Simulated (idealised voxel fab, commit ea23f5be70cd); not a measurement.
Herein follows the process module entitled voxel trench capacitor.
This is section cut - it's 275 nm across, gridded in 5 nm square cells.
This document writes a cross-section as a grid whose cells are square, and gives it as bands, listed from the top down; one or more rows of cells form a band.
A band entry consists of two parts. The first gives the height of the band's top and the height of its bottom, in nm. The rest lists the band's materials from left to right, each with its width in nm. A single material labelled with the word "full width" fills the band from edge to edge, and the word "air" marks empty space.
Below 0: as-received wafer, all one material; heights counted from there. Lowest band: no bottom, goes on down, written "top 0, no bottom".
Width spec "30..40" -> top row of cells at first value, bottom row at second value, equal per-row change in between.
The cross-section has no changed cell in any step marked "all unchanged".
Reported under the label "Fully enclosed voids" are the empty spaces having no open way to the top and comprising 8 cells or more; the notation for each is width x height at distance, in which the distance is measured from the left edge and all three values are in nm.
If you see something after the settings on a step's line, that's the simulator's own remark about that step.
A step line may carry the setting "overlay nm", which, for steps involving a mask, states the distance by which the mask lay to the right of its intended position; negative values denote displacement to the left.
Intended process steps
1,op RECEIVE | material Si
2,op CONFORMAL_DEP | material SiN | thk nm 10
3,op PATTERN | tone open | mask id TRENCH | material resist | width nm 25 | pitch nm 40 | thk nm 15 | overlay nm 0
4,op DIRECTIONAL_ETCH | etch materials SiN | depth nm 10
5,op DIRECTIONAL_ETCH | etch materials Si | depth nm 40
6,op STRIP | etch materials resist
7,op CONFORMAL_DEP | material Al2O3 | thk nm 5
8,op CONFORMAL_DEP | material TiN | thk nm 5
9,op FILL_DEP | material W | thk nm 10
10,op CMP | height nm 10
Delivered wafer in cross-section: state after step 1
- top 0, no bottom  Si full width
- Fully enclosed voids: none
First of two wafers at the end of the module, shown in cross-section; run carried out as planned
- top 10, bottom 0  SiN 85 nm  Al2O3 5 nm  TiN 5 nm  W 5 nm  TiN 5 nm  Al2O3 5 nm  SiN 15 nm  Al2O3 5 nm  TiN 5 nm  W 5 nm  TiN 5 nm  Al2O3 5 nm  SiN 15 nm  Al2O3 5 nm  TiN 5 nm  W 5 nm  TiN 5 nm  Al2O3 5 nm  SiN 85 nm
- top 0, bottom -30  Si 85 nm  Al2O3 5 nm  TiN 5 nm  W 5 nm  TiN 5 nm  Al2O3 5 nm  Si 15 nm  Al2O3 5 nm  TiN 5 nm  W 5 nm  TiN 5 nm  Al2O3 5 nm  Si 15 nm  Al2O3 5 nm  TiN 5 nm  W 5 nm  TiN 5 nm  Al2O3 5 nm  Si 85 nm
- top -30, bottom -35  Si 85 nm  Al2O3 5 nm  TiN 15 nm  Al2O3 5 nm  Si 15 nm  Al2O3 5 nm  TiN 15 nm  Al2O3 5 nm  Si 15 nm  Al2O3 5 nm  TiN 15 nm  Al2O3 5 nm  Si 85 nm
- top -35, bottom -40  Si 85 nm  Al2O3 25 nm  Si 15 nm  Al2O3 25 nm  Si 15 nm  Al2O3 25 nm  Si 85 nm
- top -40, no bottom  Si full width
- Fully enclosed voids: none
Second wafer cross-section at end of module - shared start and plan with the first, one mistake in the run
- top 10, bottom 0  W 75 nm  TiN 5 nm  Al2O3 5 nm  SiN 25 nm  Al2O3 5 nm  TiN 5 nm  Al2O3 5 nm  SiN 25 nm  Al2O3 5 nm  TiN 5 nm  Al2O3 5 nm  SiN 25 nm  Al2O3 5 nm  TiN 5 nm  W 75 nm
- top 0, bottom -30  W 75 nm  TiN 5 nm  Al2O3 5 nm  Si 25 nm  Al2O3 5 nm  TiN 5 nm  Al2O3 5 nm  Si 25 nm  Al2O3 5 nm  TiN 5 nm  Al2O3 5 nm  Si 25 nm  Al2O3 5 nm  TiN 5 nm  W 75 nm
- top -30, bottom -35  TiN 80 nm  Al2O3 5 nm  Si 25 nm  Al2O3 5 nm  TiN 5 nm  Al2O3 5 nm  Si 25 nm  Al2O3 5 nm  TiN 5 nm  Al2O3 5 nm  Si 25 nm  Al2O3 5 nm  TiN 80 nm
- top -35, bottom -40  Al2O3 85 nm  Si 25 nm  Al2O3 15 nm  Si 25 nm  Al2O3 15 nm  Si 25 nm  Al2O3 85 nm
- top -40, no bottom  Si full width
- Fully enclosed voids: none
Which mistake was made when the wafer was run? step 3 was processed under conditions differing from the plan, specifically as op PATTERN | tone cover | mask id TRENCH | material resist | width nm 25 | pitch nm 40 | thk nm 15 | overlay nm 0
Bottom line after processing is that, in cells, the second wafer is up or down on some materials versus the first: Al2O3 +25 | Si -200 | SiN -50 | TiN +9 | W +216
